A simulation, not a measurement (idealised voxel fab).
Process module, titled voxel wiring stack
It is cross-section cut that appears here, measuring 290 nm in width, its square cells being 5 nm in size.
In this document a cross-section is written as a grid of square cells. It is given as a series of bands, listed from the top down, and a band is one or more rows of cells.
Top height, bottom height, nm. Materials left to right, width each, nm. Single material + "full width" = fills band edge to edge. "blank" = empty.
Where do heights start? At 0: under that level the wafer as delivered is made of one material only. And the lowest band has no floor; it just carries on downward, as in "z 0 and below".
The notation "30..40" denotes a width that varies across the rows of cells in the band, beginning at the first number in the top row, finishing at the second number in the bottom row, and changing by an identical amount from each row to the next.
"remains unaltered" means the step left every cell of the cross-section as it was.
The entry "Sealed voids" lists the empty spaces that cover at least 8 cells and have no open path to the top. Each is written as width x height at distance, where the distance is measured from the left edge and all three values are in nm.
If you see something after the settings on a step's line, that's the simulator's own remark about that step.
overlay nm: mask right of planned place by this much (step with mask). Neg. = left.
Planned process steps:
| 1 | RECEIVE | material Si |
| 2 | CONFORMAL_DEP | material SiO2 | thk nm 15 |
| 3 | DIRECTIONAL_DEP | material TiN | thk nm 5 |
| 4 | DIRECTIONAL_DEP | material Ru | thk nm 25 |
| 5 | PATTERN | tone cover | mask id METAL_1 | material resist | width nm 30 | pitch nm 50 | thk nm 20 | overlay nm 0 |
| 6 | DIRECTIONAL_ETCH | etch materials Ru | depth nm 25 |
| 7 | DIRECTIONAL_ETCH | etch materials TiN | depth nm 5 |
| 8 | STRIP | etch materials resist |
| 9 | FILL_DEP | material lowk | thk nm 10 |
| 10 | CMP | height nm 45 |
| 11 | CONFORMAL_DEP | material SiCN | thk nm 5 |
| 12 | DIRECTIONAL_DEP | material lowk | thk nm 20 |
| 13 | MASKED_ETCH | tone open | mask id PLUG_1 | width nm 15 | pitch nm 50 | etch materials lowk | depth nm 20 | overlay nm 0 |
| 14 | MASKED_ETCH | tone open | mask id PLUG_1 | width nm 15 | pitch nm 50 | etch materials SiCN | depth nm 5 | overlay nm 0 |
| 15 | CONFORMAL_DEP | material TiN | thk nm 5 |
| 16 | FILL_DEP | material Cu | thk nm 5 |
| 17 | CMP | height nm 70 |
| 18 | DIRECTIONAL_DEP | material TiN | thk nm 5 |
| 19 | DIRECTIONAL_DEP | material Ru | thk nm 15 |
| 20 | DIRECTIONAL_DEP | material aC | thk nm 15 |
| 21 | PATTERN | tone cover | mask id METAL_2 | material resist | width nm 30 | pitch nm 50 | thk nm 30 | overlay nm 0 |
| 22 | DIRECTIONAL_ETCH | etch materials aC | depth nm 15 |
| 23 | STRIP | etch materials resist |
| 24 | DIRECTIONAL_ETCH | etch materials Ru | depth nm 15 |
| 25 | DIRECTIONAL_ETCH | etch materials TiN | depth nm 5 |
| 26 | STRIP | etch materials aC |
| 27 | CONFORMAL_DEP | material SiCN | thk nm 5 |
| 28 | FILL_DEP | material lowk | thk nm 10 |
| 29 | CMP | height nm 90 |
| 30 | CONFORMAL_DEP | material SiN | thk nm 5 |
First of two wafers, processed according to plan:
Cross-section, incoming material, after step 1:
    z 0 and below = Si full width
    Sealed voids: none
After step 2, in cross-section:
    z 15 to 0 = SiO2 full width
    Everything under 0 stays put, no change at all.
After step 3, in cross-section:
    z 20 to 15 = TiN full width
    Everything under 15 stays put, no change at all.
After step 4, in cross-section:
    z 45 to 20 = Ru full width
    Everything under 20 stays put, no change at all.
After step 5, in cross-section:
    z 65 to 45 = blank 105 nm; resist 30 nm; blank 20 nm; resist 30 nm; blank 105 nm
    Everything under 45 stays put, no change at all.
After step 6, in cross-section:
    z 65 to 45 = blank 105 nm; resist 30 nm; blank 20 nm; resist 30 nm; blank 105 nm
    z 45 to 20 = blank 105 nm; Ru 30 nm; blank 20 nm; Ru 30 nm; blank 105 nm
    Everything under 20 stays put, no change at all.
After step 7, in cross-section:
    z 65 to 45 = blank 105 nm; resist 30 nm; blank 20 nm; resist 30 nm; blank 105 nm
    z 45 to 20 = blank 105 nm; Ru 30 nm; blank 20 nm; Ru 30 nm; blank 105 nm
    z 20 to 15 = blank 105 nm; TiN 30 nm; blank 20 nm; TiN 30 nm; blank 105 nm
    Everything under 15 stays put, no change at all.
After step 8, in cross-section:
    z 45 to 20 = blank 105 nm; Ru 30 nm; blank 20 nm; Ru 30 nm; blank 105 nm
    Everything under 20 stays put, no change at all.
After step 9, in cross-section:
    z 55 to 45 = lowk full width
    z 45 to 20 = lowk 105 nm; Ru 30 nm; lowk 20 nm; Ru 30 nm; lowk 105 nm
    z 20 to 15 = lowk 105 nm; TiN 30 nm; lowk 20 nm; TiN 30 nm; lowk 105 nm
    Everything under 15 stays put, no change at all.
After step 10, in cross-section:
    z 45 to 20 = lowk 105 nm; Ru 30 nm; lowk 20 nm; Ru 30 nm; lowk 105 nm
    Everything under 20 stays put, no change at all.
After step 11, in cross-section:
    z 50 to 45 = SiCN full width
    Everything under 45 stays put, no change at all.
After step 12, in cross-section:
    z 70 to 50 = lowk full width
    Everything under 50 stays put, no change at all.
After step 13, in cross-section:
    z 70 to 50 = lowk 105 nm; blank 15 nm; lowk 35 nm; blank 15 nm; lowk 120 nm
    Everything under 50 stays put, no change at all.
After step 14, in cross-section:
    z 70 to 50 = lowk 105 nm; blank 15 nm; lowk 35 nm; blank 15 nm; lowk 120 nm
    z 50 to 45 = SiCN 105 nm; blank 15 nm; SiCN 35 nm; blank 15 nm; SiCN 120 nm
    Everything under 45 stays put, no change at all.
After step 15, in cross-section:
    z 75 to 70 = TiN 110 nm; blank 5 nm; TiN 45 nm; blank 5 nm; TiN 125 nm
    z 70 to 50 = lowk 105 nm; TiN 5 nm; blank 5 nm; TiN 5 nm; lowk 35 nm; TiN 5 nm; blank 5 nm; TiN 5 nm; lowk 120 nm
    z 50 to 45 = SiCN 105 nm; TiN 15 nm; SiCN 35 nm; TiN 15 nm; SiCN 120 nm
    Everything under 45 stays put, no change at all.
After step 16, in cross-section:
    z 80 to 75 = Cu full width
    z 75 to 70 = TiN 110 nm; Cu 5 nm; TiN 45 nm; Cu 5 nm; TiN 125 nm
    z 70 to 50 = lowk 105 nm; TiN 5 nm; Cu 5 nm; TiN 5 nm; lowk 35 nm; TiN 5 nm; Cu 5 nm; TiN 5 nm; lowk 120 nm
    Everything under 50 stays put, no change at all.
After step 17, in cross-section:
    z 70 to 50 = lowk 105 nm; TiN 5 nm; Cu 5 nm; TiN 5 nm; lowk 35 nm; TiN 5 nm; Cu 5 nm; TiN 5 nm; lowk 120 nm
    Everything under 50 stays put, no change at all.
After step 18, in cross-section:
    z 75 to 70 = TiN full width
    Everything under 70 stays put, no change at all.
After step 19, in cross-section:
    z 90 to 75 = Ru full width
    Everything under 75 stays put, no change at all.
After step 20, in cross-section:
    z 105 to 90 = aC full width
    Everything under 90 stays put, no change at all.
After step 21, in cross-section:
    z 135 to 105 = blank 105 nm; resist 30 nm; blank 20 nm; resist 30 nm; blank 105 nm
    Everything under 105 stays put, no change at all.
After step 22, in cross-section:
    z 120 to 105 = blank 105 nm; resist 30 nm; blank 20 nm; resist 30 nm; blank 105 nm
    z 105 to 90 = blank 105 nm; aC 30 nm; blank 20 nm; aC 30 nm; blank 105 nm
    Everything under 90 stays put, no change at all.
After step 23, in cross-section:
    z 105 to 90 = blank 105 nm; aC 30 nm; blank 20 nm; aC 30 nm; blank 105 nm
    Everything under 90 stays put, no change at all.
After step 24, in cross-section:
    z 105 to 90 = blank 105 nm; aC 30 nm; blank 20 nm; aC 30 nm; blank 105 nm
    z 90 to 75 = blank 105 nm; Ru 30 nm; blank 20 nm; Ru 30 nm; blank 105 nm
    Everything under 75 stays put, no change at all.
After step 25, in cross-section:
    z 105 to 90 = blank 105 nm; aC 30 nm; blank 20 nm; aC 30 nm; blank 105 nm
    z 90 to 75 = blank 105 nm; Ru 30 nm; blank 20 nm; Ru 30 nm; blank 105 nm
    z 75 to 70 = blank 105 nm; TiN 30 nm; blank 20 nm; TiN 30 nm; blank 105 nm
    Everything under 70 stays put, no change at all.
After step 26, in cross-section:
    z 90 to 75 = blank 105 nm; Ru 30 nm; blank 20 nm; Ru 30 nm; blank 105 nm
    Everything under 75 stays put, no change at all.
After step 27, in cross-section:
    z 95 to 90 = blank 100 nm; SiCN 40 nm; blank 10 nm; SiCN 40 nm; blank 100 nm
    z 90 to 75 = blank 100 nm; SiCN 5 nm; Ru 30 nm; SiCN 5 nm; blank 10 nm; SiCN 5 nm; Ru 30 nm; SiCN 5 nm; blank 100 nm
    z 75 to 70 = SiCN 105 nm; TiN 30 nm; SiCN 20 nm; TiN 30 nm; SiCN 105 nm
    Everything under 70 stays put, no change at all.
After step 28, in cross-section:
    z 105 to 95 = lowk full width
    z 95 to 90 = lowk 100 nm; SiCN 40 nm; lowk 10 nm; SiCN 40 nm; lowk 100 nm
    z 90 to 75 = lowk 100 nm; SiCN 5 nm; Ru 30 nm; SiCN 5 nm; lowk 10 nm; SiCN 5 nm; Ru 30 nm; SiCN 5 nm; lowk 100 nm
    Everything under 75 stays put, no change at all.
After step 29, in cross-section:
    z 90 to 75 = lowk 100 nm; SiCN 5 nm; Ru 30 nm; SiCN 5 nm; lowk 10 nm; SiCN 5 nm; Ru 30 nm; SiCN 5 nm; lowk 100 nm
    Everything under 75 stays put, no change at all.
After step 30, in cross-section:
    z 95 to 90 = SiN full width
    Everything under 90 stays put, no change at all.
The second wafer was prepared from the same starting point and under the same plan as the first; its processing contained one mistake, and it remains indistinguishable from the first wafer up to and including step 28:
Here is the second wafer in cross-section at the point where step 29 of the plan should have been done: remains unaltered
Here is the second wafer in cross-section at the point where step 30 of the plan should have been done:
    z 110 to 105 = SiN full width
    Everything under 105 stays put, no change at all.
Want to know what went wrong? step 29 of the plan was bypassed and not carried out
It is noted that, at the conclusion of processing, the second wafer exhibits a higher or lower cell count for certain materials relative to the first: SiCN: 16 more | lowk: 158 more
